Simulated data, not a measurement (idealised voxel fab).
Process module heading - voxel spacer lines
Xsec cut, 185 nm wide, square cell size 5 nm.
Throughout this document, each cross-section is represented as a grid of square cells and is presented as a sequence of bands enumerated from the top downward, where a band comprises one or more rows of cells. What a band's entry tells you: where the top is and where the bottom is, as heights in nm, and after that what lies inside, material by material from left to right, each with its width in nm. Empty space is written as the word "blank", and a single material marked with the word "everywhere" occupies the band from edge to edge. Zero point of the height axis is 0; under it, received wafer = one material. Lowest band: continues down indefinitely, "top 0, no bottom". Think of "30 to 40" as a width that walks from the first number to the second as you go down the band, top row to bottom row, taking equal-sized steps from row to row. When a step is marked "remained the same", none of the cells in the cross-section changed during that step. Under "Enclosed void entries" you'll find the enclosed gaps, the ones with no way out to the top, that are 8 cells or bigger; each reads width x height at distance, with distance counted from the left edge, everything in nm. Read whatever lies past the settings on a step's line as the simulator's own remark about the step. You can add "overlay nm" to a step's line. For a step with a mask, it describes how far the mask lay to the right of its planned position, and a negative number describes a lay to the left.
THE PLANNED PROCESS STEPS ARE ENUMERATED HEREUNDER
1. RECEIVE, material Si
2. CONFORMAL_DEP, material Al2O3, thk nm 10
3. DIRECTIONAL_DEP, material W, thk nm 10
4. DIRECTIONAL_DEP, material polySi, thk nm 25
5. PATTERN, tone cover, mask id MANDREL, material resist, width nm 15, pitch nm 50, thk nm 30, overlay nm -15
6. DIRECTIONAL_ETCH, etch materials polySi, depth nm 25
7. STRIP, etch materials resist
8. CONFORMAL_DEP, material SiO2, thk nm 10
9. DIRECTIONAL_ETCH, etch materials SiO2, depth nm 10
10. STRIP, etch materials polySi
11. DIRECTIONAL_ETCH, etch materials W, depth nm 10
12. STRIP, etch materials SiO2
13. FILL_DEP, material lowk, thk nm 10
14. CMP, height nm 20
It is noted that the wafers described herein are identical at the outset and are distinguished by the overlay nm of step 5; the value stated in the plan corresponds to the first wafer.
RECEIVED CONDITION OF THE FIRST OF SEVERAL WAFERS, SECTIONED: POST-STEP 1
> top 0, no bottom: Si everywhere
> Enclosed void entries: none
EACH ROW BELOW IS A WAFER AT THE END OF THE MODULE, LISTING FOR EVERY MATERIAL THE NUMBER OF CELLS IT HAS GAINED (+) OR LOST (-) SINCE IT WAS RECEIVED, FOLLOWED BY ITS CLOSED VOIDS
overlay nm -15 | +74 Al2O3 | +16 W | +58 lowk | Enclosed void entries: none
overlay nm -10 | +74 Al2O3 | +16 W | +58 lowk | Enclosed void entries: none
overlay nm -5 | +74 Al2O3 | +16 W | +58 lowk | Enclosed void entries: none
overlay nm 0 | +74 Al2O3 | +16 W | +58 lowk | Enclosed void entries: none
overlay nm 5 | +74 Al2O3 | +16 W | +58 lowk | Enclosed void entries: none
overlay nm 10 | +74 Al2O3 | +16 W | +58 lowk | Enclosed void entries: none
overlay nm 15 | +74 Al2O3 | +16 W | +58 lowk | Enclosed void entries: none
